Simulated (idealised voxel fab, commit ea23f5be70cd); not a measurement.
process module | voxel capacitor over wiring
cross-section cut | 260 nm wide | cells 5 nm
A cross-section is a grid of square cells, given in bands from the top down. A band is one or more rows of cells.
Each band's line starts with the height of the band's top and of its bottom, in nm. Then come its materials from left to right, each with its width in nm. One material with "throughout" fills the band from edge to edge. "air" is empty space.
Height 0 is the level under which the wafer as received is all one material. The lowest band goes on downwards, as in "0 down".
A width such as "30 to 40" changes by the same amount from each row of cells to the next, from the band's top row to its bottom row.
"no change" after a step means that no cell of the cross-section changed.
closed voids: empty space of 8 cells or more with no open way to the top, each as width x height at its distance from the left edge, in nm
after a step's settings: what the simulator itself notes on the step
overlay nm, on a step with a mask: how far to the right of its planned place the mask lay; to the left if negative
plan
1 op RECEIVE | material Si
2 op CONFORMAL_DEP | material SiO2 | thk nm 15
3 op CONFORMAL_DEP | material SiCN | thk nm 5
4 op DIRECTIONAL_DEP | material SiO2 | thk nm 15
5 op MASKED_ETCH | tone open | mask id METAL_1 | width nm 30 | pitch nm 100 | etch materials SiO2 | depth nm 15 | overlay nm 0
6 op MASKED_ETCH | tone open | mask id METAL_1 | width nm 30 | pitch nm 100 | etch materials SiCN | depth nm 5 | overlay nm 0
7 op CONFORMAL_DEP | material TiN | thk nm 5
8 op FILL_DEP | material Cu | thk nm 5
9 op CMP | height nm 35
10 op EPI | material Ru | thk nm 5
11 op FILL_DEP | material SiCN | thk nm 5
12 op DIRECTIONAL_DEP | material SiO2 | thk nm 15
13 op MASKED_ETCH | tone open | mask id PLUG_1 | width nm 15 | etch materials SiO2 | depth nm 15 | overlay nm 0
14 op MASKED_ETCH | tone open | mask id PLUG_1 | width nm 15 | etch materials SiCN | depth nm 5 | overlay nm 0
15 op EPI | material Ru | thk nm 10
16 op EPI | material Ru | thk nm 10
17 op DIRECTIONAL_DEP | material TiN | thk nm 5
18 op DIRECTIONAL_DEP | material Al2O3 | thk nm 5
19 op DIRECTIONAL_DEP | material TiN | thk nm 10
20 op MASKED_ETCH | tone cover | mask id UPPER_PLATE | width nm 75 | etch materials TiN | depth nm 10 | overlay nm 0
21 op MASKED_ETCH | tone cover | mask id UPPER_PLATE | width nm 75 | etch materials Al2O3 | depth nm 5 | overlay nm 0
22 op PATTERN | tone cover | mask id LOWER_PLATE | material resist | width nm 85 | thk nm 15 | overlay nm 0
23 op DIRECTIONAL_ETCH | etch materials TiN | depth nm 5
24 op STRIP | etch materials resist
25 op FILL_DEP | material SiO2 | thk nm 20
26 op CMP | height nm 95
27 op PATTERN | tone open | mask id PLUG_2 | material resist | width nm 15 | thk nm 15 | overlay nm 0
28 op DIRECTIONAL_ETCH | etch materials SiO2 | depth nm 15
29 op STRIP | etch materials resist
30 op CONFORMAL_DEP | material TiN | thk nm 5
31 op FILL_DEP | material Ru | thk nm 10
32 op CMP | height nm 95
33 op CONFORMAL_DEP | material SiN | thk nm 5
first wafer, as planned
as received, after step 1
  0 down: Si throughout
  closed voids: none
after step 2
  15 to 0: SiO2 throughout
  below 0: unchanged
after step 3
  20 to 15: SiCN throughout
  below 15: unchanged
after step 4
  35 to 20: SiO2 throughout
  below 20: unchanged
after step 5
  35 to 20: SiO2 65 | air 30 | SiO2 70 | air 30 | SiO2 65
  below 20: unchanged
after step 6
  35 to 20: SiO2 65 | air 30 | SiO2 70 | air 30 | SiO2 65
  20 to 15: SiCN 65 | air 30 | SiCN 70 | air 30 | SiCN 65
  below 15: unchanged
after step 7
  40 to 35: TiN 70 | air 20 | TiN 80 | air 20 | TiN 70
  35 to 20: SiO2 65 | TiN 5 | air 20 | TiN 5 | SiO2 70 | TiN 5 | air 20 | TiN 5 | SiO2 65
  20 to 15: SiCN 65 | TiN 30 | SiCN 70 | TiN 30 | SiCN 65
  below 15: unchanged
after step 8
  45 to 40: Cu throughout
  40 to 35: TiN 70 | Cu 20 | TiN 80 | Cu 20 | TiN 70
  35 to 20: SiO2 65 | TiN 5 | Cu 20 | TiN 5 | SiO2 70 | TiN 5 | Cu 20 | TiN 5 | SiO2 65
  below 20: unchanged
after step 9
  35 to 20: SiO2 65 | TiN 5 | Cu 20 | TiN 5 | SiO2 70 | TiN 5 | Cu 20 | TiN 5 | SiO2 65
  below 20: unchanged
after step 10
  40 to 35: air 60 | Ru 40 | air 60 | Ru 40 | air 60
  below 35: unchanged
after step 11
  45 to 40: SiCN throughout
  40 to 35: SiCN 60 | Ru 40 | SiCN 60 | Ru 40 | SiCN 60
  below 35: unchanged
after step 12
  60 to 45: SiO2 throughout
  below 45: unchanged
after step 13
  60 to 45: SiO2 80 | air 15 | SiO2 165
  below 45: unchanged
after step 14
  60 to 45: SiO2 80 | air 15 | SiO2 165
  45 to 40: SiCN 80 | air 15 | SiCN 165
  below 40: unchanged
after step 15
  60 to 50: SiO2 80 | air 15 | SiO2 165
  50 to 45: SiO2 80 | Ru 15 | SiO2 165
  45 to 40: SiCN 80 | Ru 15 | SiCN 165
  below 40: unchanged
after step 16
  60 to 45: SiO2 80 | Ru 15 | SiO2 165
  below 45: unchanged
after step 17
  65 to 60: TiN throughout
  below 60: unchanged
after step 18
  70 to 65: Al2O3 throughout
  below 65: unchanged
after step 19
  80 to 70: TiN throughout
  below 70: unchanged
after step 20
  80 to 70: air 80 | TiN 75 | air 105
  below 70: unchanged
after step 21
  80 to 70: air 80 | TiN 75 | air 105
  70 to 65: air 80 | Al2O3 75 | air 105
  below 65: unchanged
after step 22
  95 to 80: air 75 | resist 85 | air 100
  80 to 70: air 75 | resist 5 | TiN 75 | resist 5 | air 100
  70 to 65: air 75 | resist 5 | Al2O3 75 | resist 5 | air 100
  below 65: unchanged
after step 23
  95 to 80: air 75 | resist 85 | air 100
  80 to 70: air 75 | resist 5 | TiN 75 | resist 5 | air 100
  70 to 65: air 75 | resist 5 | Al2O3 75 | resist 5 | air 100
  65 to 60: air 75 | TiN 85 | air 100
  below 60: unchanged
after step 24
  80 to 70: air 80 | TiN 75 | air 105
  70 to 65: air 80 | Al2O3 75 | air 105
  below 65: unchanged
after step 25
  100 to 80: SiO2 throughout
  80 to 70: SiO2 80 | TiN 75 | SiO2 105
  70 to 65: SiO2 80 | Al2O3 75 | SiO2 105
  65 to 60: SiO2 75 | TiN 85 | SiO2 100
  below 60: unchanged
after step 26
  95 to 80: SiO2 throughout
  below 80: unchanged
after step 27
  110 to 95: resist 90 | air 15 | resist 155
  below 95: unchanged
after step 28
  110 to 95: resist 90 | air 15 | resist 155
  95 to 80: SiO2 90 | air 15 | SiO2 155
  below 80: unchanged
after step 29
  95 to 80: SiO2 90 | air 15 | SiO2 155
  below 80: unchanged
after step 30
  100 to 95: TiN 95 | air 5 | TiN 160
  95 to 85: SiO2 90 | TiN 5 | air 5 | TiN 5 | SiO2 155
  85 to 80: SiO2 90 | TiN 15 | SiO2 155
  below 80: unchanged
after step 31
  110 to 100: Ru throughout
  100 to 95: TiN 95 | Ru 5 | TiN 160
  95 to 85: SiO2 90 | TiN 5 | Ru 5 | TiN 5 | SiO2 155
  below 85: unchanged
after step 32
  95 to 85: SiO2 90 | TiN 5 | Ru 5 | TiN 5 | SiO2 155
  below 85: unchanged
after step 33
  100 to 95: SiN throughout
  below 95: unchanged
second wafer: like start, like plan, one mistake. Through step 32 it matches the first wafer
when step 33 should have ended
  100 to 95: Ru throughout
  below 95: unchanged
what went wrong: step 33 ran as: op CONFORMAL_DEP | material Ru | thk nm 5
at the end the second wafer has, in cells: 52 more of Ru | 52 fewer of SiN
